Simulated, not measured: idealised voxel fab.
Proc. module: voxel air gaps
The cross-section on display is named cut; it measures 210 nm wide, and its cells are 5 nm squares.
In this document a cross-section is written as a grid of square cells. It is given as a series of bands, listed from the top down, and a band is one or more rows of cells. It is stipulated that each band's entry specify, in nanometres, the height of the top of the band and then that of its bottom, followed by the materials of the band in left-to-right sequence, each together with its width in nanometres. A single material marked by the word "everywhere" is understood to fill the band from edge to edge; the word "air" is understood to denote empty space. A quick word on heights: they are counted from 0, and under that level the wafer as it came to us is one material throughout. The lowest band is different from the rest in having no bottom; it simply continues downward, written as in "0 -> down". Quick explanation for "30..40": the width changes in equal steps down the rows of cells, from the first number in the band's top row to the second number in its bottom row. No cell of the cross-section changed in a step that is given as "no alteration". Heads up: "Enclosed void entries" only lists the empty pockets with no open path to the top that are 8 cells or more, and it writes them as width x height at distance, distance from the left edge, in nm. If you see something after the settings on a step's line, that's the simulator's own remark about that step. The line of a step may include "overlay nm". On a step with a mask, this value is how far to the right of its planned place the mask lay. A negative value means the mask lay to the left.
[Below is the list of planned process steps]
1 RECEIVE (material Si)
2 CONFORMAL_DEP (material SiO2; thk nm 10)
3 CONFORMAL_DEP (material SiCN; thk nm 5)
4 DIRECTIONAL_DEP (material lowk; thk nm 35)
5 DIRECTIONAL_DEP (material aC; thk nm 15)
6 PATTERN (tone open; mask id LINES; material resist; width nm 15; pitch nm 45; thk nm 35; overlay nm 0)
7 DIRECTIONAL_ETCH (etch materials aC; depth nm 15)
8 STRIP (etch materials resist)
9 DIRECTIONAL_ETCH (etch materials lowk; depth nm 35)
10 STRIP (etch materials aC)
11 CONFORMAL_DEP (material TiN; thk nm 5)
12 FILL_DEP (material W; thk nm 10)
13 CMP (height nm 50)
14 EPI (material Ru; thk nm 10)
15 SELECTIVE_ETCH (etch materials lowk; depth nm 45)
16 CONFORMAL_DEP (material SiCN; thk nm 5)
[Received-state cross-section, reflecting completion of step 1]
	0 -> down = Si everywhere
	Enclosed void entries: none
[The module was run from the start shown above using the plan shown above, but one mistake was made doing it; the resulting wafer cross-section is below]
	65 -> 60 = air (30), SiCN (145), air (35)
	60 -> 50 = air (30), SiCN (5), Ru (135), SiCN (5), air (35)
	50 -> 45 = air (30), SiCN (15), TiN (5), W (15), TiN (5), lowk (20), TiN (5), W (15), TiN (5), lowk (20), TiN (5), W (15), TiN (5), SiCN (15), air (35)
	45 -> 20 = air (40), SiCN (5), TiN (5), W (15), TiN (5), lowk (20), TiN (5), W (15), TiN (5), lowk (20), TiN (5), W (15), TiN (5), SiCN (5), air (45)
	20 -> 15 = SiCN (45), TiN (25), lowk (20), TiN (25), lowk (20), TiN (25), SiCN (50)
	15 -> 10 = SiCN everywhere
	10 -> 0 = SiO2 everywhere
	0 -> down = Si everywhere
	Enclosed void entries: none
Here's what went sideways: step 6 deviated from plan and actually ran as PATTERN (tone open; mask id LINES; material resist; width nm 25; pitch nm 45; thk nm 35; overlay nm 0)
